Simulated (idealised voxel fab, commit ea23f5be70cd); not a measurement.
The process module presented herein is designated voxel self aligned vias.
In the cross-section labelled cut, the width is 170 nm and each square cell is 5 nm.
For the purposes of this document, a cross-section shall be understood as a grid of square cells, specified as bands listed in top-to-bottom order, each band consisting of one or more rows of cells.
Band entry format. Leading values: height of top, height of bottom, nm. Remainder: materials in left-to-right order, each with its width in nm. Special words: "everywhere" on a single material, which then fills the band edge to edge; "air", empty space.
A quick word on heights: they are counted from 0, and under that level the wafer as it came to us is one material throughout. The lowest band is different from the rest in having no bottom; it simply continues downward, written as in "0 down".
You'd read "30 to 40" like this: the band's top row of cells is as wide as the first number, its bottom row is as wide as the second, and going down, every row changes width by the same amount as the row before did.
What does "no change occurred" mean for a step? It means no cell of the cross-section changed in that step.
The label "Enclosed void listing" introduces a list of the empty spaces, 8 cells or larger, that have no open way up to the top; each entry in it reads width x height at distance, where the distance is taken from the left edge and all three are stated in nm.
The remark found on a step's line after its settings is issued by the simulator itself and pertains to that step.
overlay nm: step with mask; distance mask lay right of planned place; negative value = left of planned place.
What follows is a series of pairs. Each pair shows a cross-section before one process step and the cross-section after it, and the after view is drawn only down to the lowest band that changed. Beneath each pair is the step that lies between the two, with its settings. Pairs may come from different runs of this module on the same starting wafer, so a pair continues from the one above it only where its entry headed "Pre-processing view" says so.
Pre-processing view:
    95 to 80 | 30 resist; 50 air; 90 resist
    80 to 70 | 30 aC; 50 air; 90 aC
    70 to 50 | lowk everywhere
    50 to 45 | 40 lowk; 30 SiN; 30 lowk; 30 SiN; 40 lowk
    45 to 25 | 40 lowk; 5 TiN; 20 Ru; 5 TiN; 30 lowk; 5 TiN; 20 Ru; 5 TiN; 40 lowk
    25 to 20 | 40 lowk; 30 TiN; 30 lowk; 30 TiN; 40 lowk
    20 to 15 | SiCN everywhere
    15 to 0 | SiO2 everywhere
    0 down | Si everywhere
    Enclosed void listing: none
As Processed:
    80 to 70 | 30 aC; 50 air; 90 aC
    Under 70: no change, same as before.
    Enclosed void listing: none
Step, before to after (see cross-sections above): STRIP [etch materials resist]
Pre-processing view: per the after cross-section of the pair just above.
As Processed:
    80 to 70 | 30 aC; 50 air; 90 aC
    70 to 50 | 30 lowk; 50 air; 90 lowk
    Under 50: no change, same as before.
    Enclosed void listing: none
Step, before to after (see cross-sections above): DIRECTIONAL_ETCH [etch materials lowk] [depth nm 20]
Pre-processing view: per the after cross-section of the pair just above.
As Processed:
    80 to 70 | 30 aC; 50 air; 90 aC
    70 to 50 | 30 lowk; 50 air; 90 lowk
    50 to 45 | 40 lowk; 30 air; 30 lowk; 30 SiN; 40 lowk
    Under 45: no change, same as before.
    Enclosed void listing: none
Step, before to after (see cross-sections above): DIRECTIONAL_ETCH [etch materials SiN] [depth nm 5]
Pre-processing view: per the after cross-section of the pair just above.
As Processed:
    70 to 50 | 30 lowk; 50 air; 90 lowk
    Under 50: no change, same as before.
    Enclosed void listing: none
Step, before to after (see cross-sections above): STRIP [etch materials aC]
Pre-processing view: per the after cross-section of the pair just above.
As Processed:
    75 to 70 | 35 TiN; 40 air; 95 TiN
    70 to 55 | 30 lowk; 5 TiN; 40 air; 5 TiN; 90 lowk
    55 to 50 | 30 lowk; 15 TiN; 20 air; 15 TiN; 90 lowk
    50 to 45 | 40 lowk; 30 TiN; 30 lowk; 30 SiN; 40 lowk
    Under 45: no change, same as before.
    Enclosed void listing: none
Step, before to after (see cross-sections above): CONFORMAL_DEP [material TiN] [thk nm 5]
Pre-processing view: per the after cross-section of the pair just above.
As Processed:
    85 to 75 | W everywhere
    75 to 70 | 35 TiN; 40 W; 95 TiN
    70 to 55 | 30 lowk; 5 TiN; 40 W; 5 TiN; 90 lowk
    55 to 50 | 30 lowk; 15 TiN; 20 W; 15 TiN; 90 lowk
    Under 50: no change, same as before.
    Enclosed void listing: none
Step, before to after (see cross-sections above): FILL_DEP [material W] [thk nm 10]
Pre-processing view: per the after cross-section of the pair just above.
As Processed:
    70 to 55 | 30 lowk; 5 TiN; 40 W; 5 TiN; 90 lowk
    Under 55: no change, same as before.
    Enclosed void listing: none
Step, before to after (see cross-sections above): CMP [height nm 70]
Pre-processing view: per the after cross-section of the pair just above.
As Processed:
    75 to 70 | SiN everywhere
    Under 70: no change, same as before.
    Enclosed void listing: none
Step, before to after (see cross-sections above): CONFORMAL_DEP [material SiN] [thk nm 5]
Pre-processing view:
    80 to 70 | aC everywhere
    70 to 50 | lowk everywhere
    50 to 45 | 40 lowk; 30 SiN; 30 lowk; 30 SiN; 40 lowk
    45 to 25 | 40 lowk; 5 TiN; 20 Ru; 5 TiN; 30 lowk; 5 TiN; 20 Ru; 5 TiN; 40 lowk
    25 to 20 | 40 lowk; 30 TiN; 30 lowk; 30 TiN; 40 lowk
    20 to 15 | SiCN everywhere
    15 to 0 | SiO2 everywhere
    0 down | Si everywhere
    Enclosed void listing: none
As Processed:
    105 to 80 | 30 resist; 40 air; 100 resist
    Under 80: no change, same as before.
    Enclosed void listing: none
Step, before to after (see cross-sections above): PATTERN [tone open] [mask id VIAS] [material resist] [width nm 40] [thk nm 25] [overlay nm -5]
Pre-processing view: per the after cross-section of the pair just above.
As Processed:
    95 to 80 | 30 resist; 40 air; 100 resist
    80 to 70 | 30 aC; 40 air; 100 aC
    Under 70: no change, same as before.
    Enclosed void listing: none
Step, before to after (see cross-sections above): DIRECTIONAL_ETCH [etch materials aC] [depth nm 10]
Pre-processing view: per the after cross-section of the pair just above.
As Processed:
    80 to 70 | 30 aC; 40 air; 100 aC
    Under 70: no change, same as before.
    Enclosed void listing: none
Step, before to after (see cross-sections above): STRIP [etch materials resist]
Pre-processing view: per the after cross-section of the pair just above.
As Processed:
    80 to 70 | 30 aC; 40 air; 100 aC
    70 to 50 | 30 lowk; 40 air; 100 lowk
    Under 50: no change, same as before.
    Enclosed void listing: none
Step, before to after (see cross-sections above): DIRECTIONAL_ETCH [etch materials lowk] [depth nm 20]
Pre-processing view: per the after cross-section of the pair just above.
As Processed:
    80 to 70 | 30 aC; 40 air; 100 aC
    70 to 50 | 30 lowk; 40 air; 100 lowk
    50 to 45 | 40 lowk; 30 air; 30 lowk; 30 SiN; 40 lowk
    Under 45: no change, same as before.
    Enclosed void listing: none
Step, before to after (see cross-sections above): DIRECTIONAL_ETCH [etch materials SiN] [depth nm 5]
Pre-processing view: per the after cross-section of the pair just above.
As Processed:
    70 to 50 | 30 lowk; 40 air; 100 lowk
    Under 50: no change, same as before.
    Enclosed void listing: none
Step, before to after (see cross-sections above): STRIP [etch materials aC]
Pre-processing view: per the after cross-section of the pair just above.
As Processed:
    75 to 70 | 35 TiN; 30 air; 105 TiN
    70 to 55 | 30 lowk; 5 TiN; 30 air; 5 TiN; 100 lowk
    55 to 50 | 30 lowk; 15 TiN; 20 air; 5 TiN; 100 lowk
    50 to 45 | 40 lowk; 30 TiN; 30 lowk; 30 SiN; 40 lowk
    Under 45: no change, same as before.
    Enclosed void listing: none
Step, before to after (see cross-sections above): CONFORMAL_DEP [material TiN] [thk nm 5]
Pre-processing view: per the after cross-section of the pair just above.
As Processed:
    85 to 75 | W everywhere
    75 to 70 | 35 TiN; 30 W; 105 TiN
    70 to 55 | 30 lowk; 5 TiN; 30 W; 5 TiN; 100 lowk
    55 to 50 | 30 lowk; 15 TiN; 20 W; 5 TiN; 100 lowk
    Under 50: no change, same as before.
    Enclosed void listing: none
Step, before to after (see cross-sections above): FILL_DEP [material W] [thk nm 10]
Pre-processing view: per the after cross-section of the pair just above.
As Processed:
    70 to 55 | 30 lowk; 5 TiN; 30 W; 5 TiN; 100 lowk
    Under 55: no change, same as before.
    Enclosed void listing: none
Step, before to after (see cross-sections above): CMP [height nm 70]
Pre-processing view: per the after cross-section of the pair just above.
As Processed:
    75 to 70 | SiN everywhere
    Under 70: no change, same as before.
    Enclosed void listing: none
Step, before to after (see cross-sections above): CONFORMAL_DEP [material SiN] [thk nm 5]
Pre-processing view:
    15 to 0 | SiO2 everywhere
    0 down | Si everywhere
    Enclosed void listing: none
As Processed:
    20 to 15 | Ru everywhere
    Under 15: no change, same as before.
    Enclosed void listing: none
Step, before to after (see cross-sections above): CONFORMAL_DEP [material Ru] [thk nm 5]
Pre-processing view: per the after cross-section of the pair just above.
As Processed:
    50 to 20 | lowk everywhere
    Under 20: no change, same as before.
    Enclosed void listing: none
Step, before to after (see cross-sections above): DIRECTIONAL_DEP [material lowk] [thk nm 30]
Pre-processing view: per the after cross-section of the pair just above.
As Processed:
    65 to 50 | aC everywhere
    Under 50: no change, same as before.
    Enclosed void listing: none
Step, before to after (see cross-sections above): DIRECTIONAL_DEP [material aC] [thk nm 15]
Pre-processing view: per the after cross-section of the pair just above.
As Processed:
    95 to 65 | 40 resist; 30 air; 30 resist; 30 air; 40 resist
    Under 65: no change, same as before.
    Enclosed void listing: none
Step, before to after (see cross-sections above): PATTERN [tone open] [mask id LINES] [material resist] [width nm 30] [pitch nm 60] [thk nm 30] [overlay nm 0]
Pre-processing view: per the after cross-section of the pair just above.
As Processed:
    80 to 65 | 40 resist; 30 air; 30 resist; 30 air; 40 resist
    65 to 50 | 40 aC; 30 air; 30 aC; 30 air; 40 aC
    Under 50: no change, same as before.
    Enclosed void listing: none
Step, before to after (see cross-sections above): DIRECTIONAL_ETCH [etch materials aC] [depth nm 15]
Pre-processing view: per the after cross-section of the pair just above.
As Processed:
    65 to 50 | 40 aC; 30 air; 30 aC; 30 air; 40 aC
    Under 50: no change, same as before.
    Enclosed void listing: none
Step, before to after (see cross-sections above): STRIP [etch materials resist]
Pre-processing view: per the after cross-section of the pair just above.
As Processed:
    65 to 50 | 40 aC; 30 air; 30 aC; 30 air; 40 aC
    50 to 20 | 40 lowk; 30 air; 30 lowk; 30 air; 40 lowk
    Under 20: no change, same as before.
    Enclosed void listing: none
Step, before to after (see cross-sections above): DIRECTIONAL_ETCH [etch materials lowk] [depth nm 30]
Pre-processing view: per the after cross-section of the pair just above.
As Processed:
    50 to 20 | 40 lowk; 30 air; 30 lowk; 30 air; 40 lowk
    Under 20: no change, same as before.
    Enclosed void listing: none
Step, before to after (see cross-sections above): STRIP [etch materials aC]
Pre-processing view: per the after cross-section of the pair just above.
As Processed:
    55 to 50 | 45 TiN; 20 air; 40 TiN; 20 air; 45 TiN
    50 to 25 | 40 lowk; 5 TiN; 20 air; 5 TiN; 30 lowk; 5 TiN; 20 air; 5 TiN; 40 lowk
    25 to 20 | 40 lowk; 30 TiN; 30 lowk; 30 TiN; 40 lowk
    Under 20: no change, same as before.
    Enclosed void listing: none
Step, before to after (see cross-sections above): CONFORMAL_DEP [material TiN] [thk nm 5]
Pre-processing view: per the after cross-section of the pair just above.
As Processed:
    60 to 55 | Ru everywhere
    55 to 50 | 45 TiN; 20 Ru; 40 TiN; 20 Ru; 45 TiN
    50 to 25 | 40 lowk; 5 TiN; 20 Ru; 5 TiN; 30 lowk; 5 TiN; 20 Ru; 5 TiN; 40 lowk
    Under 25: no change, same as before.
    Enclosed void listing: none
Step, before to after (see cross-sections above): FILL_DEP [material Ru] [thk nm 5]
Pre-processing view: per the after cross-section of the pair just above.
As Processed:
    50 to 25 | 40 lowk; 5 TiN; 20 Ru; 5 TiN; 30 lowk; 5 TiN; 20 Ru; 5 TiN; 40 lowk
    Under 25: no change, same as before.
    Enclosed void listing: none
Step, before to after (see cross-sections above): CMP [height nm 50]
Pre-processing view: per the after cross-section of the pair just above.
As Processed:
    50 to 45 | 40 lowk; 30 air; 30 lowk; 30 air; 40 lowk
    Under 45: no change, same as before.
    Enclosed void listing: none
Step, before to after (see cross-sections above): SELECTIVE_ETCH [etch materials W Ru TiN] [depth nm 5]
Pre-processing view: per the after cross-section of the pair just above.
As Processed:
    55 to 50 | SiN everywhere
    50 to 45 | 40 lowk; 30 SiN; 30 lowk; 30 SiN; 40 lowk
    Under 45: no change, same as before.
    Enclosed void listing: none
Step, before to after (see cross-sections above): FILL_DEP [material SiN] [thk nm 5]
Pre-processing view: per the after cross-section of the pair just above.
As Processed:
    50 to 45 | 40 lowk; 30 SiN; 30 lowk; 30 SiN; 40 lowk
    Under 45: no change, same as before.
    Enclosed void listing: none
Step, before to after (see cross-sections above): CMP [height nm 50]
Pre-processing view: per the after cross-section of the pair just above.
As Processed:
    70 to 50 | lowk everywhere
    Under 50: no change, same as before.
    Enclosed void listing: none
Step, before to after (see cross-sections above): DIRECTIONAL_DEP [material lowk] [thk nm 20]
Pre-processing view: per the after cross-section of the pair just above.
As Processed:
    80 to 70 | aC everywhere
    Under 70: no change, same as before.
    Enclosed void listing: none
Step, before to after (see cross-sections above): DIRECTIONAL_DEP [material aC] [thk nm 10]
Pre-processing view: per the after cross-section of the pair just above.
As Processed:
    105 to 80 | 35 resist; 40 air; 95 resist
    Under 80: no change, same as before.
    Enclosed void listing: none
Step, before to after (see cross-sections above): PATTERN [tone open] [mask id VIAS] [material resist] [width nm 40] [thk nm 25] [overlay nm 0]
Pre-processing view: per the after cross-section of the pair just above.
As Processed:
    95 to 80 | 35 resist; 40 air; 95 resist
    80 to 70 | 35 aC; 40 air; 95 aC
    Under 70: no change, same as before.
    Enclosed void listing: none
Step, before to after (see cross-sections above): DIRECTIONAL_ETCH [etch materials aC] [depth nm 10]
Pre-processing view: per the after cross-section of the pair just above.
As Processed:
    80 to 70 | 35 aC; 40 air; 95 aC
    Under 70: no change, same as before.
    Enclosed void listing: none
Step, before to after (see cross-sections above): STRIP [etch materials resist]
Pre-processing view: per the after cross-section of the pair just above.
As Processed:
    80 to 70 | 35 aC; 40 air; 95 aC
    70 to 50 | 35 lowk; 40 air; 95 lowk
    Under 50: no change, same as before.
    Enclosed void listing: none
Step, before to after (see cross-sections above): DIRECTIONAL_ETCH [etch materials lowk] [depth nm 20]
Pre-processing view: per the after cross-section of the pair just above.
As Processed:
    80 to 70 | 35 aC; 40 air; 95 aC
    70 to 50 | 35 lowk; 40 air; 95 lowk
    50 to 45 | 40 lowk; 30 air; 30 lowk; 30 SiN; 40 lowk
    Under 45: no change, same as before.
    Enclosed void listing: none
Step, before to after (see cross-sections above): DIRECTIONAL_ETCH [etch materials SiN] [depth nm 5]
Pre-processing view: per the after cross-section of the pair just above.
As Processed:
    70 to 50 | 35 lowk; 40 air; 95 lowk
    Under 50: no change, same as before.
    Enclosed void listing: none
Step, before to after (see cross-sections above): STRIP [etch materials aC]
Pre-processing view: per the after cross-section of the pair just above.
As Processed:
    75 to 70 | 40 TiN; 30 air; 100 TiN
    70 to 55 | 35 lowk; 5 TiN; 30 air; 5 TiN; 95 lowk
    55 to 50 | 35 lowk; 10 TiN; 20 air; 10 TiN; 95 lowk
    50 to 45 | 40 lowk; 30 TiN; 30 lowk; 30 SiN; 40 lowk
    Under 45: no change, same as before.
    Enclosed void listing: none
Step, before to after (see cross-sections above): CONFORMAL_DEP [material TiN] [thk nm 5]
Pre-processing view: per the after cross-section of the pair just above.
As Processed:
    85 to 75 | W everywhere
    75 to 70 | 40 TiN; 30 W; 100 TiN
    70 to 55 | 35 lowk; 5 TiN; 30 W; 5 TiN; 95 lowk
    55 to 50 | 35 lowk; 10 TiN; 20 W; 10 TiN; 95 lowk
    Under 50: no change, same as before.
    Enclosed void listing: none
Step, before to after (see cross-sections above): FILL_DEP [material W] [thk nm 10]
Pre-processing view: per the after cross-section of the pair just above.
As Processed:
    70 to 55 | 35 lowk; 5 TiN; 30 W; 5 TiN; 95 lowk
    Under 55: no change, same as before.
    Enclosed void listing: none
Step, before to after (see cross-sections above): CMP [height nm 70]
Pre-processing view: per the after cross-section of the pair just above.
As Processed:
    75 to 70 | SiN everywhere
    Under 70: no change, same as before.
    Enclosed void listing: none
Step, before to after (see cross-sections above): CONFORMAL_DEP [material SiN] [thk nm 5]
Pre-processing view:
    65 to 50 | aC everywhere
    50 to 20 | lowk everywhere
    20 to 15 | SiCN everywhere
    15 to 0 | SiO2 everywhere
    0 down | Si everywhere
    Enclosed void listing: none
As Processed:
    95 to 65 | 40 air; 30 resist; 30 air; 30 resist; 40 air
    Under 65: no change, same as before.
    Enclosed void listing: none
Step, before to after (see cross-sections above): PATTERN [tone cover] [mask id LINES] [material resist] [width nm 30] [pitch nm 60] [thk nm 30] [overlay nm 0]
Pre-processing view: per the after cross-section of the pair just above.
As Processed:
    80 to 65 | 40 air; 30 resist; 30 air; 30 resist; 40 air
    65 to 50 | 40 air; 30 aC; 30 air; 30 aC; 40 air
    Under 50: no change, same as before.
    Enclosed void listing: none
Step, before to after (see cross-sections above): DIRECTIONAL_ETCH [etch materials aC] [depth nm 15]
Pre-processing view: per the after cross-section of the pair just above.
As Processed:
    65 to 50 | 40 air; 30 aC; 30 air; 30 aC; 40 air
    Under 50: no change, same as before.
    Enclosed void listing: none
Step, before to after (see cross-sections above): STRIP [etch materials resist]
Pre-processing view: per the after cross-section of the pair just above.
As Processed:
    65 to 50 | 40 air; 30 aC; 30 air; 30 aC; 40 air
    50 to 20 | 40 air; 30 lowk; 30 air; 30 lowk; 40 air
    Under 20: no change, same as before.
    Enclosed void listing: none
Step, before to after (see cross-sections above): DIRECTIONAL_ETCH [etch materials lowk] [depth nm 30]
Pre-processing view: per the after cross-section of the pair just above.
As Processed:
    50 to 20 | 40 air; 30 lowk; 30 air; 30 lowk; 40 air
    Under 20: no change, same as before.
    Enclosed void listing: none
Step, before to after (see cross-sections above): STRIP [etch materials aC]
Pre-processing view: per the after cross-section of the pair just above.
As Processed:
    55 to 50 | 35 air; 40 TiN; 20 air; 40 TiN; 35 air
    50 to 25 | 35 air; 5 TiN; 30 lowk; 5 TiN; 20 air; 5 TiN; 30 lowk; 5 TiN; 35 air
    25 to 20 | 40 TiN; 30 lowk; 30 TiN; 30 lowk; 40 TiN
    Under 20: no change, same as before.
    Enclosed void listing: none
Step, before to after (see cross-sections above): CONFORMAL_DEP [material TiN] [thk nm 5]
Pre-processing view: per the after cross-section of the pair just above.
As Processed:
    60 to 55 | Ru everywhere
    55 to 50 | 35 Ru; 40 TiN; 20 Ru; 40 TiN; 35 Ru
    50 to 25 | 35 Ru; 5 TiN; 30 lowk; 5 TiN; 20 Ru; 5 TiN; 30 lowk; 5 TiN; 35 Ru
    Under 25: no change, same as before.
    Enclosed void listing: none
Step, before to after (see cross-sections above): FILL_DEP [material Ru] [thk nm 5]
Pre-processing view: per the after cross-section of the pair just above.
As Processed:
    50 to 25 | 35 Ru; 5 TiN; 30 lowk; 5 TiN; 20 Ru; 5 TiN; 30 lowk; 5 TiN; 35 Ru
    Under 25: no change, same as before.
    Enclosed void listing: none
Step, before to after (see cross-sections above): CMP [height nm 50]
Pre-processing view: per the after cross-section of the pair just above.
As Processed:
    50 to 45 | 40 air; 30 lowk; 30 air; 30 lowk; 40 air
    Under 45: no change, same as before.
    Enclosed void listing: none
Step, before to after (see cross-sections above): SELECTIVE_ETCH [etch materials W Ru TiN] [depth nm 5]
Pre-processing view: per the after cross-section of the pair just above.
As Processed:
    55 to 50 | SiN everywhere
    50 to 45 | 40 SiN; 30 lowk; 30 SiN; 30 lowk; 40 SiN
    Under 45: no change, same as before.
    Enclosed void listing: none
Step, before to after (see cross-sections above): FILL_DEP [material SiN] [thk nm 5]
Pre-processing view: per the after cross-section of the pair just above.
As Processed:
    50 to 45 | 40 SiN; 30 lowk; 30 SiN; 30 lowk; 40 SiN
    Under 45: no change, same as before.
    Enclosed void listing: none
Step, before to after (see cross-sections above): CMP [height nm 50]
Pre-processing view: per the after cross-section of the pair just above.
As Processed:
    70 to 50 | lowk everywhere
    Under 50: no change, same as before.
    Enclosed void listing: none
Step, before to after (see cross-sections above): DIRECTIONAL_DEP [material lowk] [thk nm 20]
Pre-processing view: per the after cross-section of the pair just above.
As Processed:
    80 to 70 | aC everywhere
    Under 70: no change, same as before.
    Enclosed void listing: none
Step, before to after (see cross-sections above): DIRECTIONAL_DEP [material aC] [thk nm 10]
Pre-processing view: per the after cross-section of the pair just above.
As Processed:
    105 to 80 | 35 resist; 40 air; 95 resist
    Under 80: no change, same as before.
    Enclosed void listing: none
Step, before to after (see cross-sections above): PATTERN [tone open] [mask id VIAS] [material resist] [width nm 40] [thk nm 25] [overlay nm 0]
Pre-processing view: per the after cross-section of the pair just above.
As Processed:
    95 to 80 | 35 resist; 40 air; 95 resist
    80 to 70 | 35 aC; 40 air; 95 aC
    Under 70: no change, same as before.
    Enclosed void listing: none
Step, before to after (see cross-sections above): DIRECTIONAL_ETCH [etch materials aC] [depth nm 10]
Pre-processing view: per the after cross-section of the pair just above.
As Processed:
    80 to 70 | 35 aC; 40 air; 95 aC
    Under 70: no change, same as before.
    Enclosed void listing: none
Step, before to after (see cross-sections above): STRIP [etch materials resist]
Pre-processing view: per the after cross-section of the pair just above.
As Processed:
    80 to 70 | 35 aC; 40 air; 95 aC
    70 to 50 | 35 lowk; 40 air; 95 lowk
    Under 50: no change, same as before.
    Enclosed void listing: none
Step, before to after (see cross-sections above): DIRECTIONAL_ETCH [etch materials lowk] [depth nm 20]
Pre-processing view: per the after cross-section of the pair just above.
As Processed:
    80 to 70 | 35 aC; 40 air; 95 aC
    70 to 50 | 35 lowk; 40 air; 95 lowk
    50 to 45 | 35 SiN; 5 air; 30 lowk; 5 air; 25 SiN; 30 lowk; 40 SiN
    Under 45: no change, same as before.
    Enclosed void listing: none
Step, before to after (see cross-sections above): DIRECTIONAL_ETCH [etch materials SiN] [depth nm 5]
Pre-processing view: per the after cross-section of the pair just above.
As Processed:
    70 to 50 | 35 lowk; 40 air; 95 lowk
    Under 50: no change, same as before.
    Enclosed void listing: none
Step, before to after (see cross-sections above): STRIP [etch materials aC]
Pre-processing view: per the after cross-section of the pair just above.
As Processed:
    75 to 70 | 40 TiN; 30 air; 100 TiN
    70 to 55 | 35 lowk; 5 TiN; 30 air; 5 TiN; 95 lowk
    55 to 50 | 35 lowk; 40 TiN; 95 lowk
    50 to 45 | 35 SiN; 5 TiN; 30 lowk; 5 TiN; 25 SiN; 30 lowk; 40 SiN
    Under 45: no change, same as before.
    Enclosed void listing: none
Step, before to after (see cross-sections above): CONFORMAL_DEP [material TiN] [thk nm 5]
Pre-processing view: per the after cross-section of the pair just above.
As Processed:
    85 to 75 | W everywhere
    75 to 70 | 40 TiN; 30 W; 100 TiN
    70 to 55 | 35 lowk; 5 TiN; 30 W; 5 TiN; 95 lowk
    Under 55: no change, same as before.
    Enclosed void listing: none
Step, before to after (see cross-sections above): FILL_DEP [material W] [thk nm 10]
Pre-processing view: per the after cross-section of the pair just above.
As Processed:
    70 to 55 | 35 lowk; 5 TiN; 30 W; 5 TiN; 95 lowk
    Under 55: no change, same as before.
    Enclosed void listing: none
Step, before to after (see cross-sections above): CMP [height nm 70]
Pre-processing view: per the after cross-section of the pair just above.
As Processed:
    75 to 70 | SiN everywhere
    Under 70: no change, same as before.
    Enclosed void listing: none
Step, before to after (see cross-sections above): CONFORMAL_DEP [material SiN] [thk nm 5]
